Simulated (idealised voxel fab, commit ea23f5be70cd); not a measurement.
process module | voxel trench capacitor
cross-section cut | 285 nm wide | cells 5 nm
A cross-section is a grid of square cells, given in bands from the top down. A band is one or more rows of cells.
Each band's line starts with the height of the band's top and of its bottom, in nm. Then come its materials from left to right, each with its width in nm. One material with "throughout" fills the band from edge to edge. "air" is empty space.
Height 0 is the level under which the wafer as received is all one material. The lowest band goes on downwards, as in "0 down".
A width such as "30 to 40" changes by the same amount from each row of cells to the next, from the band's top row to its bottom row.
"no change" after a step means that no cell of the cross-section changed.
closed voids: empty space of 8 cells or more with no open way to the top, each as width x height at its distance from the left edge, in nm
after a step's settings: what the simulator itself notes on the step
overlay nm, on a step with a mask: how far to the right of its planned place the mask lay; to the left if negative
plan
1 op RECEIVE | material Si
2 op CONFORMAL_DEP | material SiN | thk nm 10
3 op PATTERN | tone open | mask id TRENCH | material resist | width nm 20 | pitch nm 50 | thk nm 15 | overlay nm 0
4 op DIRECTIONAL_ETCH | etch materials SiN | depth nm 10
5 op DIRECTIONAL_ETCH | etch materials Si | depth nm 35
6 op STRIP | etch materials resist
7 op CONFORMAL_DEP | material SiO2 | thk nm 5
8 op FILL_DEP | material polySi | thk nm 5
9 op CMP | height nm 10
first wafer, as planned
as received, after step 1
  0 down: Si throughout
  closed voids: none
after step 2
  10 to 0: SiN throughout
  below 0: unchanged
after step 3
  25 to 10: resist 105 | air 20 | resist 30 | air 20 | resist 110
  below 10: unchanged
after step 4
  25 to 10: resist 105 | air 20 | resist 30 | air 20 | resist 110
  10 to 0: SiN 105 | air 20 | SiN 30 | air 20 | SiN 110
  below 0: unchanged
after step 5
  25 to 10: resist 105 | air 20 | resist 30 | air 20 | resist 110
  10 to 0: SiN 105 | air 20 | SiN 30 | air 20 | SiN 110
  0 to -35: Si 105 | air 20 | Si 30 | air 20 | Si 110
  below -35: unchanged
after step 6
  10 to 0: SiN 105 | air 20 | SiN 30 | air 20 | SiN 110
  below 0: unchanged
after step 7
  15 to 10: SiO2 110 | air 10 | SiO2 40 | air 10 | SiO2 115
  10 to 0: SiN 105 | SiO2 5 | air 10 | SiO2 5 | SiN 30 | SiO2 5 | air 10 | SiO2 5 | SiN 110
  0 to -30: Si 105 | SiO2 5 | air 10 | SiO2 5 | Si 30 | SiO2 5 | air 10 | SiO2 5 | Si 110
  -30 to -35: Si 105 | SiO2 20 | Si 30 | SiO2 20 | Si 110
  below -35: unchanged
after step 8
  20 to 15: polySi throughout
  15 to 10: SiO2 110 | polySi 10 | SiO2 40 | polySi 10 | SiO2 115
  10 to 0: SiN 105 | SiO2 5 | polySi 10 | SiO2 5 | SiN 30 | SiO2 5 | polySi 10 | SiO2 5 | SiN 110
  0 to -30: Si 105 | SiO2 5 | polySi 10 | SiO2 5 | Si 30 | SiO2 5 | polySi 10 | SiO2 5 | Si 110
  below -30: unchanged
after step 9
  10 to 0: SiN 105 | SiO2 5 | polySi 10 | SiO2 5 | SiN 30 | SiO2 5 | polySi 10 | SiO2 5 | SiN 110
  below 0: unchanged
second wafer: like start, like plan, one mistake. Through step 2 it matches the first wafer
when step 3 should have ended
  25 to 10: resist 115 | air 20 | resist 30 | air 20 | resist 100
  below 10: unchanged
when step 4 should have ended
  25 to 10: resist 115 | air 20 | resist 30 | air 20 | resist 100
  10 to 0: SiN 115 | air 20 | SiN 30 | air 20 | SiN 100
  below 0: unchanged
when step 5 should have ended
  25 to 10: resist 115 | air 20 | resist 30 | air 20 | resist 100
  10 to 0: SiN 115 | air 20 | SiN 30 | air 20 | SiN 100
  0 to -35: Si 115 | air 20 | Si 30 | air 20 | Si 100
  below -35: unchanged
when step 6 should have ended
  10 to 0: SiN 115 | air 20 | SiN 30 | air 20 | SiN 100
  below 0: unchanged
when step 7 should have ended
  15 to 10: SiO2 120 | air 10 | SiO2 40 | air 10 | SiO2 105
  10 to 0: SiN 115 | SiO2 5 | air 10 | SiO2 5 | SiN 30 | SiO2 5 | air 10 | SiO2 5 | SiN 100
  0 to -30: Si 115 | SiO2 5 | air 10 | SiO2 5 | Si 30 | SiO2 5 | air 10 | SiO2 5 | Si 100
  -30 to -35: Si 115 | SiO2 20 | Si 30 | SiO2 20 | Si 100
  below -35: unchanged
when step 8 should have ended
  20 to 15: polySi throughout
  15 to 10: SiO2 120 | polySi 10 | SiO2 40 | polySi 10 | SiO2 105
  10 to 0: SiN 115 | SiO2 5 | polySi 10 | SiO2 5 | SiN 30 | SiO2 5 | polySi 10 | SiO2 5 | SiN 100
  0 to -30: Si 115 | SiO2 5 | polySi 10 | SiO2 5 | Si 30 | SiO2 5 | polySi 10 | SiO2 5 | Si 100
  below -30: unchanged
when step 9 should have ended
  10 to 0: SiN 115 | SiO2 5 | polySi 10 | SiO2 5 | SiN 30 | SiO2 5 | polySi 10 | SiO2 5 | SiN 100
  below 0: unchanged
what went wrong: step 3 ran as: op PATTERN | tone open | mask id TRENCH | material resist | width nm 20 | pitch nm 50 | thk nm 15 | overlay nm 10
at the end the second wafer has, in cells: as many of each material as the first, in other places
